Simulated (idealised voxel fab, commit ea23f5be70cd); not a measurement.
The name of this process module is voxel quadruple lines.
This is section cut - it's 275 nm across, gridded in 5 nm square cells.
If you're reading a cross-section in this doc, picture square cells in a grid; it comes to you as bands, top ones listed first down to the bottom, and a band can be one or more rows of cells. Within each band entry, the heights of the top and of the bottom of the band appear first, in that order and in nm; the materials of the band then follow from left to right, each with its corresponding width in nm. The designation "throughout" on a single material indicates that it fills the band from edge to edge; the designation "empty" indicates empty space. Convention: height 0 is the level below which the wafer, as received, is all one material. The lowest band does not terminate at the bottom but continues downward, represented as "0 down". A two-number width, for instance "30->40", indicates that the width is equal to the first number in the top row of the band and to the second number in the bottom row, and that it changes by a constant amount per row of cells. You'll sometimes find "no change occurred" written for a step, and that's the way of saying that nowhere in the cross-section did a cell change during that step. closed voids: empty space of 8 cells or more with no open way to the top, each as width x height at its distance from the left edge, in nm. Whatever follows a step's settings on its line is a remark the simulator itself makes about that step. The line of a step may include "overlay nm". On a step with a mask, this value is how far to the right of its planned place the mask lay. A negative value means the mask lay to the left.

Below is the list of planned process steps
step 1: RECEIVE | material Si
step 2: CONFORMAL_DEP | material SiO2 | thk nm 10
step 3: DIRECTIONAL_DEP | material Ru | thk nm 10
step 4: DIRECTIONAL_DEP | material polySi | thk nm 15
step 5: DIRECTIONAL_DEP | material aC | thk nm 25
step 6: PATTERN | tone cover | mask id MANDREL | material resist | width nm 25 | thk nm 35 | overlay nm 0
step 7: DIRECTIONAL_ETCH | etch materials aC | depth nm 25
step 8: STRIP | etch materials resist
step 9: CONFORMAL_DEP | material SiO2 | thk nm 15
step 10: DIRECTIONAL_ETCH | etch materials SiO2 | depth nm 15
step 11: STRIP | etch materials aC
step 12: DIRECTIONAL_ETCH | etch materials polySi | depth nm 15
step 13: STRIP | etch materials SiO2
step 14: CONFORMAL_DEP | material SiCN | thk nm 5
step 15: DIRECTIONAL_ETCH | etch materials SiCN | depth nm 5
step 16: STRIP | etch materials polySi
step 17: DIRECTIONAL_ETCH | etch materials Ru | depth nm 10
step 18: STRIP | etch materials SiCN

First of two wafers, with the run carried out as planned

So this is the incoming wafer in cross-section - it's already been through step 1
  0 down  Si throughout
  closed voids: none

Wafer after step 2 (cross-section)
  10 to 0  SiO2 throughout
  below 0: unchanged

Wafer after step 3 (cross-section)
  20 to 10  Ru throughout
  below 10: unchanged

Wafer after step 4 (cross-section)
  35 to 20  polySi throughout
  below 20: unchanged

Wafer after step 5 (cross-section)
  60 to 35  aC throughout
  below 35: unchanged

Wafer after step 6 (cross-section)
  95 to 60  empty 125 nm; resist 25 nm; empty 125 nm
  below 60: unchanged

Wafer after step 7 (cross-section)
  70 to 60  empty 125 nm; resist 25 nm; empty 125 nm
  60 to 35  empty 125 nm; aC 25 nm; empty 125 nm
  below 35: unchanged

Wafer after step 8 (cross-section)
  60 to 35  empty 125 nm; aC 25 nm; empty 125 nm
  below 35: unchanged

Wafer after step 9 (cross-section)
  75 to 60  empty 110 nm; SiO2 55 nm; empty 110 nm
  60 to 50  empty 110 nm; SiO2 15 nm; aC 25 nm; SiO2 15 nm; empty 110 nm
  50 to 35  SiO2 125 nm; aC 25 nm; SiO2 125 nm
  below 35: unchanged

Wafer after step 10 (cross-section)
  60 to 35  empty 110 nm; SiO2 15 nm; aC 25 nm; SiO2 15 nm; empty 110 nm
  below 35: unchanged

Wafer after step 11 (cross-section)
  60 to 35  empty 110 nm; SiO2 15 nm; empty 25 nm; SiO2 15 nm; empty 110 nm
  below 35: unchanged

Wafer after step 12 (cross-section)
  60 to 35  empty 110 nm; SiO2 15 nm; empty 25 nm; SiO2 15 nm; empty 110 nm
  35 to 20  empty 110 nm; polySi 15 nm; empty 25 nm; polySi 15 nm; empty 110 nm
  below 20: unchanged

Wafer after step 13 (cross-section)
  35 to 20  empty 110 nm; polySi 15 nm; empty 25 nm; polySi 15 nm; empty 110 nm
  below 20: unchanged

Wafer after step 14 (cross-section)
  40 to 35  empty 105 nm; SiCN 25 nm; empty 15 nm; SiCN 25 nm; empty 105 nm
  35 to 25  empty 105 nm; SiCN 5 nm; polySi 15 nm; SiCN 5 nm; empty 15 nm; SiCN 5 nm; polySi 15 nm; SiCN 5 nm; empty 105 nm
  25 to 20  SiCN 110 nm; polySi 15 nm; SiCN 25 nm; polySi 15 nm; SiCN 110 nm
  below 20: unchanged

Wafer after step 15 (cross-section)
  35 to 20  empty 105 nm; SiCN 5 nm; polySi 15 nm; SiCN 5 nm; empty 15 nm; SiCN 5 nm; polySi 15 nm; SiCN 5 nm; empty 105 nm
  below 20: unchanged

Wafer after step 16 (cross-section)
  35 to 20  empty 105 nm; SiCN 5 nm; empty 15 nm; SiCN 5 nm; empty 15 nm; SiCN 5 nm; empty 15 nm; SiCN 5 nm; empty 105 nm
  below 20: unchanged

Wafer after step 17 (cross-section)
  35 to 20  empty 105 nm; SiCN 5 nm; empty 15 nm; SiCN 5 nm; empty 15 nm; SiCN 5 nm; empty 15 nm; SiCN 5 nm; empty 105 nm
  20 to 10  empty 105 nm; Ru 5 nm; empty 15 nm; Ru 5 nm; empty 15 nm; Ru 5 nm; empty 15 nm; Ru 5 nm; empty 105 nm
  below 10: unchanged

Wafer after step 18 (cross-section)
  20 to 10  empty 105 nm; Ru 5 nm; empty 15 nm; Ru 5 nm; empty 15 nm; Ru 5 nm; empty 15 nm; Ru 5 nm; empty 105 nm
  below 10: unchanged

Wafer two. Same start, same plan, one slip in execution. Same as wafer one through step 5, inclusive

Second wafer at the planned finish of step 6, seen in cross-section
  95 to 60  resist 125 nm; empty 25 nm; resist 125 nm
  below 60: unchanged

Second wafer at the planned finish of step 7, seen in cross-section
  70 to 60  resist 125 nm; empty 25 nm; resist 125 nm
  60 to 35  aC 125 nm; empty 25 nm; aC 125 nm
  below 35: unchanged

Second wafer at the planned finish of step 8, seen in cross-section
  60 to 35  aC 125 nm; empty 25 nm; aC 125 nm
  below 35: unchanged

Second wafer at the planned finish of step 9, seen in cross-section
  75 to 60  SiO2 throughout
  60 to 35  aC 125 nm; SiO2 25 nm; aC 125 nm
  below 35: unchanged

Second wafer at the planned finish of step 10, seen in cross-section
  60 to 35  aC 125 nm; SiO2 25 nm; aC 125 nm
  below 35: unchanged

Second wafer at the planned finish of step 11, seen in cross-section
  60 to 35  empty 125 nm; SiO2 25 nm; empty 125 nm
  below 35: unchanged

Second wafer at the planned finish of step 12, seen in cross-section
  60 to 35  empty 125 nm; SiO2 25 nm; empty 125 nm
  35 to 20  empty 125 nm; polySi 25 nm; empty 125 nm
  below 20: unchanged

Second wafer at the planned finish of step 13, seen in cross-section
  35 to 20  empty 125 nm; polySi 25 nm; empty 125 nm
  below 20: unchanged

Second wafer at the planned finish of step 14, seen in cross-section
  40 to 35  empty 120 nm; SiCN 35 nm; empty 120 nm
  35 to 25  empty 120 nm; SiCN 5 nm; polySi 25 nm; SiCN 5 nm; empty 120 nm
  25 to 20  SiCN 125 nm; polySi 25 nm; SiCN 125 nm
  below 20: unchanged

Second wafer at the planned finish of step 15, seen in cross-section
  35 to 20  empty 120 nm; SiCN 5 nm; polySi 25 nm; SiCN 5 nm; empty 120 nm
  below 20: unchanged

Second wafer at the planned finish of step 16, seen in cross-section
  35 to 20  empty 120 nm; SiCN 5 nm; empty 25 nm; SiCN 5 nm; empty 120 nm
  below 20: unchanged

Second wafer at the planned finish of step 17, seen in cross-section
  35 to 20  empty 120 nm; SiCN 5 nm; empty 25 nm; SiCN 5 nm; empty 120 nm
  20 to 10  empty 120 nm; Ru 5 nm; empty 25 nm; Ru 5 nm; empty 120 nm
  below 10: unchanged

Second wafer at the planned finish of step 18, seen in cross-section
  20 to 10  empty 120 nm; Ru 5 nm; empty 25 nm; Ru 5 nm; empty 120 nm
  below 10: unchanged
Deviation from plan: it should be noted that step 6 was executed with settings other than those planned, the operation and settings actually applied being PATTERN | tone open | mask id MANDREL | material resist | width nm 25 | thk nm 35 | overlay nm 0
It is noted that, at the conclusion of processing, the second wafer exhibits a higher or lower cell count for certain materials relative to the first: Ru -4
